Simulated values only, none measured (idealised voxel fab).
This section sets out a process module, namely voxel double patterning.
The cross-section shown here is cut; it is 260 nm wide and divided into square cells measuring 5 nm on a side.
Cross-section = grid of square cells, listed top down in bands; band = one or more rows. Basically the band line says how high the top is and how high the bottom is, in nm, and then what's in it from left to right, every material with its width in nm. Empty space shows up as "empty", and if a single material carries "all across" it runs the full band edge to edge. It should be noted that heights are counted from 0, beneath which the wafer as supplied is of one material throughout, and that the lowest band possesses no lower boundary but continues downward, as written in "0 down". Graded width ("30 to 40"): value in top row of band = first number; value in bottom row = second number; row-to-row change constant. No cell of the cross-section changed in a step that is given as "left unchanged". What "Enclosed internal cavities" gives you is every empty space of 8 cells or more that is cut off from the top. Each appears as width x height at distance, with the distance taken from the left edge and width, height and distance all in nm. The remark found on a step's line after its settings is issued by the simulator itself and pertains to that step. If you see "overlay nm" on a step's line and that step has a mask, it's telling you how far right of where it was planned the mask ended up; a negative number means it went left instead.

[Process steps - plan]
1: RECEIVE,material Si
2: CONFORMAL_DEP,material SiO2,thk nm 10
3: DIRECTIONAL_DEP,material TiN,thk nm 15
4: DIRECTIONAL_DEP,material SiCN,thk nm 5
5: MASKED_ETCH,tone open,mask id FIRST,width nm 15,pitch nm 50,etch materials SiCN,depth nm 5,overlay nm 0
6: DIRECTIONAL_DEP,material aC,thk nm 15
7: PATTERN,tone open,mask id SECOND,material resist,width nm 15,pitch nm 50,thk nm 35,overlay nm 0
8: DIRECTIONAL_ETCH,etch materials aC,depth nm 15
9: STRIP,etch materials resist
10: DIRECTIONAL_ETCH,etch materials SiCN,depth nm 5
11: STRIP,etch materials aC
12: DIRECTIONAL_ETCH,etch materials TiN,depth nm 15
13: STRIP,etch materials SiCN

[Cross-section of the wafer upon arrival, representing the state reached after step 1]
    0 down: Si all across
    Enclosed internal cavities: none

[Post-module cross-section: identical start and plan to those above, one misstep in execution]
    45 to 40: 70 nm SiO2, then 15 nm empty, then 35 nm SiO2, then 15 nm empty, then 35 nm SiO2, then 15 nm empty, then 75 nm SiO2
    40 to 30: SiO2 all across
    30 to 25: 70 nm SiCN, then 15 nm SiO2, then 35 nm SiCN, then 15 nm SiO2, then 35 nm SiCN, then 15 nm SiO2, then 75 nm SiCN
    25 to 10: TiN all across
    10 to 0: SiO2 all across
    0 down: Si all across
    Enclosed internal cavities: none
The mistake made against the process plan was this: step 6 deviated from plan and actually ran as DIRECTIONAL_DEP,material SiO2,thk nm 15
